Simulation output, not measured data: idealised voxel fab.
The document below concerns the process module designated voxel capacitor over wiring.
This is section cut - it's 270 nm across, gridded in 5 nm square cells.
In what follows, cross-sections appear as grids of square cells, described through bands that run from the top down, where every band is one or more rows of cells.
In this notation a band is specified by the heights of its top and bottom, in that order and in nm, after which its materials appear from left to right, each paired with its width in nm. The word "throughout" attached to a single material means that material fills the band from edge to edge; the word "air" stands for empty space.
Height reference: 0 = level under which incoming wafer is all one material. Lowest band: no bottom, runs on downward, e.g. "0 down".
You'd read "30..40" like this: the band's top row of cells is as wide as the first number, its bottom row is as wide as the second, and going down, every row changes width by the same amount as the row before did.
You'll sometimes find "same as before" written for a step, and that's the way of saying that nowhere in the cross-section did a cell change during that step.
Entry "Sealed-off cavities" = empty spaces >= 8 cells with no open way to the top; each as width x height at distance, distance from left edge, all nm.
after a step's settings: what the simulator itself notes on the step
For masked steps, "overlay nm" on the step line gives how far right of plan the mask actually lay; a minus sign means it lay to the left.
The steps planned for the process are as follows
1: op RECEIVE | material Si
2: op CONFORMAL_DEP | material SiO2 | thk nm 15
3: op CONFORMAL_DEP | material SiN | thk nm 5
4: op DIRECTIONAL_DEP | material lowk | thk nm 20
5: op DIRECTIONAL_DEP | material aC | thk nm 10
6: op PATTERN | tone open | mask id METAL_1 | material resist | width nm 20 | pitch nm 75 | thk nm 30 | overlay nm 0
7: op DIRECTIONAL_ETCH | etch materials aC | depth nm 10
8: op STRIP | etch materials resist
9: op DIRECTIONAL_ETCH | etch materials lowk | depth nm 20
10: op DIRECTIONAL_ETCH | etch materials SiN | depth nm 5
11: op STRIP | etch materials aC
12: op CONFORMAL_DEP | material TiN | thk nm 5
13: op FILL_DEP | material W | thk nm 10
14: op CMP | height nm 40
15: op EPI | material Ru | thk nm 5
16: op FILL_DEP | material SiCN | thk nm 5
17: op DIRECTIONAL_DEP | material lowk | thk nm 20
18: op DIRECTIONAL_DEP | material aC | thk nm 15
19: op PATTERN | tone open | mask id PLUG_1 | material resist | width nm 15 | thk nm 35 | overlay nm 0
20: op DIRECTIONAL_ETCH | etch materials aC | depth nm 15
21: op STRIP | etch materials resist
22: op DIRECTIONAL_ETCH | etch materials lowk | depth nm 20
23: op DIRECTIONAL_ETCH | etch materials SiCN | depth nm 5
24: op STRIP | etch materials aC
25: op CONFORMAL_DEP | material TiN | thk nm 5
26: op FILL_DEP | material W | thk nm 10
27: op CMP | height nm 70
28: op DIRECTIONAL_DEP | material TiN | thk nm 10
29: op DIRECTIONAL_DEP | material SiN | thk nm 5
30: op DIRECTIONAL_DEP | material TiN | thk nm 5
31: op MASKED_ETCH | tone cover | mask id UPPER_PLATE | width nm 60 | etch materials TiN | depth nm 5 | overlay nm 0
32: op MASKED_ETCH | tone cover | mask id UPPER_PLATE | width nm 60 | etch materials SiN | depth nm 5 | overlay nm 0
33: op PATTERN | tone cover | mask id LOWER_PLATE | material resist | width nm 70 | thk nm 15 | overlay nm 0
34: op DIRECTIONAL_ETCH | etch materials TiN | depth nm 10
35: op STRIP | etch materials resist
36: op FILL_DEP | material SiO2 | thk nm 15
37: op CMP | height nm 100
38: op DIRECTIONAL_DEP | material aC | thk nm 10
39: op PATTERN | tone open | mask id PLUG_2 | material resist | width nm 15 | thk nm 30 | overlay nm 0
40: op DIRECTIONAL_ETCH | etch materials aC | depth nm 10
41: op STRIP | etch materials resist
42: op DIRECTIONAL_ETCH | etch materials SiO2 | depth nm 10
43: op STRIP | etch materials aC
44: op CONFORMAL_DEP | material TiN | thk nm 5
45: op FILL_DEP | material Ru | thk nm 10
46: op CMP | height nm 100
47: op CONFORMAL_DEP | material SiN | thk nm 5
This is the cross-section of the wafer as we received it, i.e. after step 1
    0 down: Si throughout
    Sealed-off cavities: none
Cross-sectional image of the first of two wafers at the end of the module, the run having proceeded as planned
    105 to 100: SiN throughout
    100 to 95: 100 SiO2  5 TiN  5 Ru  5 TiN  155 SiO2
    95 to 85: 100..90 SiO2  15..60 TiN  155..120 SiO2
    85 to 80: 90 SiO2  60 SiN  120 SiO2
    80 to 70: 85 SiO2  70 TiN  115 SiO2
    70 to 50: 90 lowk  5 TiN  5 W  5 TiN  165 lowk
    50 to 45: 90 SiCN  15 TiN  165 SiCN
    45 to 40: 80 SiCN  30 Ru  45 SiCN  30 Ru  85 SiCN
    40 to 20: 85 lowk  5 TiN  10 W  5 TiN  55 lowk  5 TiN  10 W  5 TiN  90 lowk
    20 to 15: 85 SiN  20 TiN  55 SiN  20 TiN  90 SiN
    15 to 0: SiO2 throughout
    0 down: Si throughout
    Sealed-off cavities: none
Second wafer of the two, sectioned at the end of the module. It began like the first and followed the same plan, but one mistake was made while running it
    105 to 100: SiN throughout
    100 to 95: 100 SiO2  5 TiN  5 Ru  5 TiN  155 SiO2
    95 to 90: 100 SiO2  15 TiN  155 SiO2
    90 to 85: 90 SiO2  60 SiN  120 SiO2
    85 to 75: 85 SiO2  70 TiN  115 SiO2
    75 to 70: TiN throughout
    70 to 50: 90 lowk  5 TiN  5 W  5 TiN  165 lowk
    50 to 45: 90 SiCN  15 TiN  165 SiCN
    45 to 40: 80 SiCN  30 Ru  45 SiCN  30 Ru  85 SiCN
    40 to 20: 85 lowk  5 TiN  10 W  5 TiN  55 lowk  5 TiN  10 W  5 TiN  90 lowk
    20 to 15: 85 SiN  20 TiN  55 SiN  20 TiN  90 SiN
    15 to 0: SiO2 throughout
    0 down: Si throughout
    Sealed-off cavities: none
Short version of what went wrong: steps 29 and 30 of the plan were run in the wrong order, each in the other's place
Cell-count delta at end, second wafer over first, by material: 42 fewer of SiO2 | 42 more of TiN
